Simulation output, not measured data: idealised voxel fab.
A process module follows: voxel fin reveal.
Cross-sectional view cut (width: 230 nm; square cell size: 5 nm).
Bands, listed from the top down, are how a cross-section gets written in this document; the cross-section itself is a grid of square cells, and a band is one or more rows of them. Quick guide to a band line: top height, bottom height (nm) up front; then every material left to right with its width in nm. Only one material and it's marked "all across"? Then it fills the band edge to edge. And "empty" just means empty space. Heads up on the height convention: 0 is the point under which the incoming wafer is all one material, and the lowest band has no bottom, it just keeps going down, like "0 -> down". You'd read "30 to 40" like this: the band's top row of cells is as wide as the first number, its bottom row is as wide as the second, and going down, every row changes width by the same amount as the row before did. Where a step carries "identical to before", the cross-section came out of it unchanged, cell for cell. So "Closed internal cavities" is basically the list of trapped voids: any empty space of 8 cells or more that can't reach the top through an opening. They're written width x height at distance, the distance being from the left edge, and it's all nm. Formally, on a step line, whatever follows the settings is a remark that the simulator itself makes on the step. On any step carrying a mask, the "overlay nm" setting, if present on the step's line, tells how far right of its planned place the mask lay; negative values point to the left. Reading key. Pairs: pre-step and post-step cross-section, one process step apart; post-step view only to lowest changed band. Step between + settings: beneath pair. Runs: pairs may be from different runs of this module, same starting wafer. Continuation from pair above: only where "Before the step" entry says.
Before the step
> 0 -> down = Si all across
> Closed internal cavities: none
Resulting Structure
> 5 -> 0 = SiN all across
> Anything lower than 0 is untouched.
> Closed internal cavities: none
Between the two cross-sections shown above lies CONFORMAL_DEP [material SiN] [thk nm 5]
Before the step: starting point is the after cross-section of the pair just above.
Resulting Structure
> 5 -> 0 = 90 empty / 15 SiN / 20 empty / 15 SiN / 90 empty
> Anything lower than 0 is untouched.
> Closed internal cavities: none
Between the two cross-sections shown above lies MASKED_ETCH [tone cover] [mask id FINS] [width nm 15] [pitch nm 35] [etch materials SiN] [depth nm 5] [overlay nm 0]
Before the step: starting point is the after cross-section of the pair just above.
Resulting Structure
> 5 -> 0 = 90 empty / 15 SiN / 20 empty / 15 SiN / 90 empty
> 0 -> -30 = 90 empty / 15 Si / 20 empty / 15 Si / 90 empty
> Anything lower than -30 is untouched.
> Closed internal cavities: none
Between the two cross-sections shown above lies MASKED_ETCH [tone cover] [mask id FINS] [width nm 15] [pitch nm 35] [etch materials Si] [depth nm 30] [overlay nm 0]
Before the step: starting point is the after cross-section of the pair just above.
Resulting Structure
> 5 -> 0 = 90 empty / 15 SiN / 20 empty / 15 SiN / 90 empty
> 0 -> -30 = 90 empty / 5 SiO2 / 5 Si / 5 SiO2 / 20 empty / 5 SiO2 / 5 Si / 5 SiO2 / 90 empty
> -30 -> -35 = 95 SiO2 / 5 Si / 30 SiO2 / 5 Si / 95 SiO2
> Anything lower than -35 is untouched.
> Closed internal cavities: none
Between the two cross-sections shown above lies OXIDIZE [depth nm 5]
Before the step: starting point is the after cross-section of the pair just above.
Resulting Structure
> 10 -> 5 = SiO2 all across
> 5 -> 0 = 90 SiO2 / 15 SiN / 20 SiO2 / 15 SiN / 90 SiO2
> 0 -> -35 = 95 SiO2 / 5 Si / 30 SiO2 / 5 Si / 95 SiO2
> Anything lower than -35 is untouched.
> Closed internal cavities: none
Between the two cross-sections shown above lies FILL_DEP [material SiO2] [thk nm 5]
Before the step: starting point is the after cross-section of the pair just above.
Resulting Structure
> 5 -> 0 = 90 SiO2 / 15 SiN / 20 SiO2 / 15 SiN / 90 SiO2
> Anything lower than 0 is untouched.
> Closed internal cavities: none
Between the two cross-sections shown above lies CMP [height nm 5]
Before the step: starting point is the after cross-section of the pair just above.
Resulting Structure
> 5 -> 0 = 90 empty / 15 SiN / 20 empty / 15 SiN / 90 empty
> 0 -> -20 = 95 empty / 5 Si / 30 empty / 5 Si / 95 empty
> Anything lower than -20 is untouched.
> Closed internal cavities: none
Between the two cross-sections shown above lies SELECTIVE_ETCH [etch materials SiO2] [depth nm 25]
Before the step: starting point is the after cross-section of the pair just above.
Resulting Structure
> 0 -> -20 = 95 empty / 5 Si / 30 empty / 5 Si / 95 empty
> Anything lower than -20 is untouched.
> Closed internal cavities: none
Between the two cross-sections shown above lies STRIP [etch materials SiN]
Before the step
> 0 -> down = Si all across
> Closed internal cavities: none
Resulting Structure
> 0 -> -30 = 90 empty / 15 Si / 20 empty / 15 Si / 90 empty
> Anything lower than -30 is untouched.
> Closed internal cavities: none
Between the two cross-sections shown above lies MASKED_ETCH [tone cover] [mask id FINS] [width nm 15] [pitch nm 35] [etch materials Si] [depth nm 30] [overlay nm 0]
Before the step: starting point is the after cross-section of the pair just above.
Resulting Structure
> 0 -> -5 = 90 empty / 15 SiO2 / 20 empty / 15 SiO2 / 90 empty
> -5 -> -30 = 90 empty / 5 SiO2 / 5 Si / 5 SiO2 / 20 empty / 5 SiO2 / 5 Si / 5 SiO2 / 90 empty
> -30 -> -35 = 95 SiO2 / 5 Si / 30 SiO2 / 5 Si / 95 SiO2
> Anything lower than -35 is untouched.
> Closed internal cavities: none
Between the two cross-sections shown above lies OXIDIZE [depth nm 5]
Before the step: starting point is the after cross-section of the pair just above.
Resulting Structure
> 5 -> -5 = SiO2 all across
> -5 -> -35 = 95 SiO2 / 5 Si / 30 SiO2 / 5 Si / 95 SiO2
> Anything lower than -35 is untouched.
> Closed internal cavities: none
Between the two cross-sections shown above lies FILL_DEP [material SiO2] [thk nm 5]
Before the step: starting point is the after cross-section of the pair just above.
Resulting Structure
> -5 -> -20 = 95 empty / 5 Si / 30 empty / 5 Si / 95 empty
> Anything lower than -20 is untouched.
> Closed internal cavities: none
Between the two cross-sections shown above lies SELECTIVE_ETCH [etch materials SiO2] [depth nm 25]
Before the step
> 5 -> 0 = 90 empty / 15 SiN / 20 empty / 15 SiN / 90 empty
> 0 -> -30 = 90 empty / 15 Si / 20 empty / 15 Si / 90 empty
> -30 -> down = Si all across
> Closed internal cavities: none
Resulting Structure
> 5 -> 0 = 90 empty / 15 SiN / 20 empty / 15 SiN / 90 empty
> 0 -> -60 = 90 empty / 15 Si / 20 empty / 15 Si / 90 empty
> Anything lower than -60 is untouched.
> Closed internal cavities: none
Between the two cross-sections shown above lies MASKED_ETCH [tone cover] [mask id FINS] [width nm 15] [pitch nm 35] [etch materials Si] [depth nm 30] [overlay nm 0]
Before the step: starting point is the after cross-section of the pair just above.
Resulting Structure
> 5 -> 0 = 90 empty / 15 SiN / 20 empty / 15 SiN / 90 empty
> 0 -> -60 = 90 empty / 5 SiO2 / 5 Si / 5 SiO2 / 20 empty / 5 SiO2 / 5 Si / 5 SiO2 / 90 empty
> -60 -> -65 = 95 SiO2 / 5 Si / 30 SiO2 / 5 Si / 95 SiO2
> Anything lower than -65 is untouched.
> Closed internal cavities: none
Between the two cross-sections shown above lies OXIDIZE [depth nm 5]
Before the step: starting point is the after cross-section of the pair just above.
Resulting Structure
> 10 -> 5 = SiO2 all across
> 5 -> 0 = 90 SiO2 / 15 SiN / 20 SiO2 / 15 SiN / 90 SiO2
> 0 -> -65 = 95 SiO2 / 5 Si / 30 SiO2 / 5 Si / 95 SiO2
> Anything lower than -65 is untouched.
> Closed internal cavities: none
Between the two cross-sections shown above lies FILL_DEP [material SiO2] [thk nm 5]
Before the step: starting point is the after cross-section of the pair just above.
Resulting Structure
> 5 -> 0 = 90 SiO2 / 15 SiN / 20 SiO2 / 15 SiN / 90 SiO2
> Anything lower than 0 is untouched.
> Closed internal cavities: none
Between the two cross-sections shown above lies CMP [height nm 5]
Before the step: starting point is the after cross-section of the pair just above.
Resulting Structure
> 5 -> 0 = 90 empty / 15 SiN / 20 empty / 15 SiN / 90 empty
> 0 -> -20 = 95 empty / 5 Si / 30 empty / 5 Si / 95 empty
> Anything lower than -20 is untouched.
> Closed internal cavities: none
Between the two cross-sections shown above lies SELECTIVE_ETCH [etch materials SiO2] [depth nm 25]
Before the step: starting point is the after cross-section of the pair just above.
Resulting Structure
> 0 -> -20 = 95 empty / 5 Si / 30 empty / 5 Si / 95 empty
> Anything lower than -20 is untouched.
> Closed internal cavities: none
Between the two cross-sections shown above lies STRIP [etch materials SiN]
Before the step
> 5 -> 0 = 90 SiO2 / 15 SiN / 20 SiO2 / 15 SiN / 90 SiO2
> 0 -> -35 = 95 SiO2 / 5 Si / 30 SiO2 / 5 Si / 95 SiO2
> -35 -> down = Si all across
> Closed internal cavities: none
Resulting Structure
> 5 -> 0 = 90 SiO2 / 15 empty / 20 SiO2 / 15 empty / 90 SiO2
> Anything lower than 0 is untouched.
> Closed internal cavities: none
Between the two cross-sections shown above lies STRIP [etch materials SiN]
Before the step: starting point is the after cross-section of the pair just above.
Resulting Structure
> 0 -> -20 = 95 empty / 5 Si / 30 empty / 5 Si / 95 empty
> -20 -> -25 = 65 SiO2 / 30 empty / 5 Si / 30 empty / 5 Si / 30 empty / 65 SiO2
> Anything lower than -25 is untouched.
> Closed internal cavities: none
Between the two cross-sections shown above lies SELECTIVE_ETCH [etch materials SiO2] [depth nm 25]
Before the step
> 5 -> 0 = 90 empty / 15 SiN / 20 empty / 15 SiN / 90 empty
> 0 -> down = Si all across
> Closed internal cavities: none
Resulting Structure
> 5 -> 0 = 90 empty / 15 SiN / 20 empty / 15 SiN / 90 empty
> 0 -> -20 = 90 empty / 15 Si / 20 empty / 15 Si / 90 empty
> Anything lower than -20 is untouched.
> Closed internal cavities: none
Between the two cross-sections shown above lies MASKED_ETCH [tone cover] [mask id FINS] [width nm 15] [pitch nm 35] [etch materials Si] [depth nm 20] [overlay nm 0]
Before the step: starting point is the after cross-section of the pair just above.
Resulting Structure
> 5 -> 0 = 90 empty / 15 SiN / 20 empty / 15 SiN / 90 empty
> 0 -> -20 = 90 empty / 5 SiO2 / 5 Si / 5 SiO2 / 20 empty / 5 SiO2 / 5 Si / 5 SiO2 / 90 empty
> -20 -> -25 = 95 SiO2 / 5 Si / 30 SiO2 / 5 Si / 95 SiO2
> Anything lower than -25 is untouched.
> Closed internal cavities: none
Between the two cross-sections shown above lies OXIDIZE [depth nm 5]
Before the step: starting point is the after cross-section of the pair just above.
Resulting Structure
> 10 -> 5 = SiO2 all across
> 5 -> 0 = 90 SiO2 / 15 SiN / 20 SiO2 / 15 SiN / 90 SiO2
> 0 -> -25 = 95 SiO2 / 5 Si / 30 SiO2 / 5 Si / 95 SiO2
> Anything lower than -25 is untouched.
> Closed internal cavities: none
Between the two cross-sections shown above lies FILL_DEP [material SiO2] [thk nm 5]
Before the step: starting point is the after cross-section of the pair just above.
Resulting Structure
> 5 -> 0 = 90 SiO2 / 15 SiN / 20 SiO2 / 15 SiN / 90 SiO2
> Anything lower than 0 is untouched.
> Closed internal cavities: none
Between the two cross-sections shown above lies CMP [height nm 5]
Before the step: starting point is the after cross-section of the pair just above.
Resulting Structure
> 5 -> 0 = 90 empty / 15 SiN / 20 empty / 15 SiN / 90 empty
> 0 -> -20 = 95 empty / 5 Si / 30 empty / 5 Si / 95 empty
> Anything lower than -20 is untouched.
> Closed internal cavities: none
Between the two cross-sections shown above lies SELECTIVE_ETCH [etch materials SiO2] [depth nm 25]
Before the step: starting point is the after cross-section of the pair just above.
Resulting Structure
> 0 -> -20 = 95 empty / 5 Si / 30 empty / 5 Si / 95 empty
> Anything lower than -20 is untouched.
> Closed internal cavities: none
Between the two cross-sections shown above lies STRIP [etch materials SiN]
Before the step
> 5 -> 0 = SiN all across
> 0 -> down = Si all across
> Closed internal cavities: none
Resulting Structure
> 5 -> 0 = 90 empty / 20 SiN / 15 empty / 20 SiN / 85 empty
> Anything lower than 0 is untouched.
> Closed internal cavities: none
Between the two cross-sections shown above lies MASKED_ETCH [tone cover] [mask id FINS] [width nm 20] [pitch nm 35] [etch materials SiN] [depth nm 5] [overlay nm 0]
Before the step: starting point is the after cross-section of the pair just above.
Resulting Structure
> 5 -> 0 = 90 empty / 20 SiN / 15 empty / 20 SiN / 85 empty
> 0 -> -30 = 90 empty / 20 Si / 15 empty / 20 Si / 85 empty
> Anything lower than -30 is untouched.
> Closed internal cavities: none
Between the two cross-sections shown above lies MASKED_ETCH [tone cover] [mask id FINS] [width nm 15] [pitch nm 35] [etch materials Si] [depth nm 30] [overlay nm 0]
Before the step: starting point is the after cross-section of the pair just above.
Resulting Structure
> 5 -> 0 = 90 empty / 20 SiN / 15 empty / 20 SiN / 85 empty
> 0 -> -30 = 90 empty / 5 SiO2 / 10 Si / 5 SiO2 / 15 empty / 5 SiO2 / 10 Si / 5 SiO2 / 85 empty
> -30 -> -35 = 95 SiO2 / 10 Si / 25 SiO2 / 10 Si / 90 SiO2
> Anything lower than -35 is untouched.
> Closed internal cavities: none
Between the two cross-sections shown above lies OXIDIZE [depth nm 5]
Before the step: starting point is the after cross-section of the pair just above.
Resulting Structure
> 10 -> 5 = SiO2 all across
> 5 -> 0 = 90 SiO2 / 20 SiN / 15 SiO2 / 20 SiN / 85 SiO2
> 0 -> -35 = 95 SiO2 / 10 Si / 25 SiO2 / 10 Si / 90 SiO2
> Anything lower than -35 is untouched.
> Closed internal cavities: none
Between the two cross-sections shown above lies FILL_DEP [material SiO2] [thk nm 5]
Before the step: starting point is the after cross-section of the pair just above.
Resulting Structure
> 5 -> 0 = 90 SiO2 / 20 SiN / 15 SiO2 / 20 SiN / 85 SiO2
> Anything lower than 0 is untouched.
> Closed internal cavities: none
Between the two cross-sections shown above lies CMP [height nm 5]
Before the step: starting point is the after cross-section of the pair just above.
Resulting Structure
> 5 -> 0 = 90 empty / 20 SiN / 15 empty / 20 SiN / 85 empty
> 0 -> -20 = 95 empty / 10 Si / 25 empty / 10 Si / 90 empty
> Anything lower than -20 is untouched.
> Closed internal cavities: none
Between the two cross-sections shown above lies SELECTIVE_ETCH [etch materials SiO2] [depth nm 25]
Before the step: starting point is the after cross-section of the pair just above.
Resulting Structure
> 0 -> -20 = 95 empty / 10 Si / 25 empty / 10 Si / 90 empty
> Anything lower than -20 is untouched.
> Closed internal cavities: none
Between the two cross-sections shown above lies STRIP [etch materials SiN]
Before the step
> 5 -> 0 = 90 empty / 15 SiN / 20 empty / 15 SiN / 90 empty
> 0 -> down = Si all across
> Closed internal cavities: none
Resulting Structure
> 5 -> 0 = 90 empty / 15 SiN / 20 empty / 15 SiN / 90 empty
> 0 -> -30 = 85 empty / 20 Si / 15 empty / 20 Si / 90 empty
> Anything lower than -30 is untouched.
> Closed internal cavities: none
Between the two cross-sections shown above lies MASKED_ETCH [tone cover] [mask id FINS] [width nm 15] [pitch nm 35] [etch materials Si] [depth nm 30] [overlay nm -5]
Before the step: starting point is the after cross-section of the pair just above.
Resulting Structure
> 5 -> 0 = 90 empty / 15 SiN / 20 empty / 15 SiN / 90 empty
> 0 -> -5 = 85 empty / 10 SiO2 / 5 Si / 5 SiO2 / 15 empty / 10 SiO2 / 5 Si / 5 SiO2 / 90 empty
> -5 -> -30 = 85 empty / 5 SiO2 / 10 Si / 5 SiO2 / 15 empty / 5 SiO2 / 10 Si / 5 SiO2 / 90 empty
> -30 -> -35 = 90 SiO2 / 10 Si / 25 SiO2 / 10 Si / 95 SiO2
> Anything lower than -35 is untouched.
> Closed internal cavities: none
Between the two cross-sections shown above lies OXIDIZE [depth nm 5]
Before the step: starting point is the after cross-section of the pair just above.
Resulting Structure
> 10 -> 5 = SiO2 all across
> 5 -> 0 = 90 SiO2 / 15 SiN / 20 SiO2 / 15 SiN / 90 SiO2
> 0 -> -5 = 95 SiO2 / 5 Si / 30 SiO2 / 5 Si / 95 SiO2
> -5 -> -35 = 90 SiO2 / 10 Si / 25 SiO2 / 10 Si / 95 SiO2
> Anything lower than -35 is untouched.
> Closed internal cavities: none
Between the two cross-sections shown above lies FILL_DEP [material SiO2] [thk nm 5]
Before the step: starting point is the after cross-section of the pair just above.
Resulting Structure
> 5 -> 0 = 90 SiO2 / 15 SiN / 20 SiO2 / 15 SiN / 90 SiO2
> Anything lower than 0 is untouched.
> Closed internal cavities: none
Between the two cross-sections shown above lies CMP [height nm 5]
Before the step: starting point is the after cross-section of the pair just above.
Resulting Structure
> 5 -> 0 = 90 empty / 15 SiN / 20 empty / 15 SiN / 90 empty
> 0 -> -5 = 95 empty / 5 Si / 30 empty / 5 Si / 95 empty
> -5 -> -20 = 90 empty / 10 Si / 25 empty / 10 Si / 95 empty
> Anything lower than -20 is untouched.
> Closed internal cavities: none
Between the two cross-sections shown above lies SELECTIVE_ETCH [etch materials SiO2] [depth nm 25]
Before the step: starting point is the after cross-section of the pair just above.
Resulting Structure
> 0 -> -5 = 95 empty / 5 Si / 30 empty / 5 Si / 95 empty
> Anything lower than -5 is untouched.
> Closed internal cavities: none
Between the two cross-sections shown above lies STRIP [etch materials SiN]
Before the step
> 5 -> 0 = 90 empty / 15 SiN / 20 empty / 15 SiN / 90 empty
> 0 -> -30 = 90 empty / 5 SiO2 / 5 Si / 5 SiO2 / 20 empty / 5 SiO2 / 5 Si / 5 SiO2 / 90 empty
> -30 -> -35 = 95 SiO2 / 5 Si / 30 SiO2 / 5 Si / 95 SiO2
> -35 -> down = Si all across
> Closed internal cavities: none
Resulting Structure
> 10 -> 0 = SiN all across
> 0 -> -30 = 90 SiN / 5 SiO2 / 5 Si / 5 SiO2 / 20 SiN / 5 SiO2 / 5 Si / 5 SiO2 / 90 SiN
> Anything lower than -30 is untouched.
> Closed internal cavities: none
Between the two cross-sections shown above lies FILL_DEP [material SiN] [thk nm 5]
Before the step: starting point is the after cross-section of the pair just above.
Resulting Structure
> 5 -> 0 = SiN all across
> Anything lower than 0 is untouched.
> Closed internal cavities: none
Between the two cross-sections shown above lies CMP [height nm 5]
Before the step: starting point is the after cross-section of the pair just above.
Resulting Structure
> 0 -> -30 = 90 empty / 5 SiO2 / 5 Si / 5 SiO2 / 20 empty / 5 SiO2 / 5 Si / 5 SiO2 / 90 empty
> Anything lower than -30 is untouched.
> Closed internal cavities: none
Between the two cross-sections shown above lies STRIP [etch materials SiN]
Before the step
> 5 -> 0 = SiN all across
> 0 -> down = Si all across
> Closed internal cavities: none
Resulting Structure
> 5 -> 0 = 90 SiN / 15 empty / 20 SiN / 15 empty / 90 SiN
> Anything lower than 0 is untouched.
> Closed internal cavities: none
Between the two cross-sections shown above lies MASKED_ETCH [tone open] [mask id FINS] [width nm 15] [pitch nm 35] [etch materials SiN] [depth nm 5] [overlay nm 0]
Before the step: starting point is the after cross-section of the pair just above.
Resulting Structure
> 5 -> 0 = 90 SiN / 15 empty / 20 SiN / 15 empty / 90 SiN
> 0 -> -5 = 85 Si / 25 SiO2 / 10 Si / 25 SiO2 / 85 Si
> Anything lower than -5 is untouched.
> Closed internal cavities: none
Between the two cross-sections shown above lies OXIDIZE [depth nm 5]
Before the step: starting point is the after cross-section of the pair just above.
Resulting Structure
> 10 -> 5 = SiO2 all across
> 5 -> 0 = 90 SiN / 15 SiO2 / 20 SiN / 15 SiO2 / 90 SiN
> Anything lower than 0 is untouched.
> Closed internal cavities: none
Between the two cross-sections shown above lies FILL_DEP [material SiO2] [thk nm 5]
Before the step: starting point is the after cross-section of the pair just above.
Resulting Structure
> 5 -> 0 = 90 SiN / 15 SiO2 / 20 SiN / 15 SiO2 / 90 SiN
> Anything lower than 0 is untouched.
> Closed internal cavities: none
Between the two cross-sections shown above lies CMP [height nm 5]
Before the step: starting point is the after cross-section of the pair just above.
Resulting Structure
> 5 -> 0 = 90 SiN / 15 empty / 20 SiN / 15 empty / 90 SiN
> 0 -> -5 = 85 Si / 25 empty / 10 Si / 25 empty / 85 Si
> Anything lower than -5 is untouched.
> Closed internal cavities: none
Between the two cross-sections shown above lies SELECTIVE_ETCH [etch materials SiO2] [depth nm 25]
Before the step: starting point is the after cross-section of the pair just above.
Resulting Structure
> 0 -> -5 = 85 Si / 25 empty / 10 Si / 25 empty / 85 Si
> Anything lower than -5 is untouched.
> Closed internal cavities: none
Between the two cross-sections shown above lies STRIP [etch materials SiN]
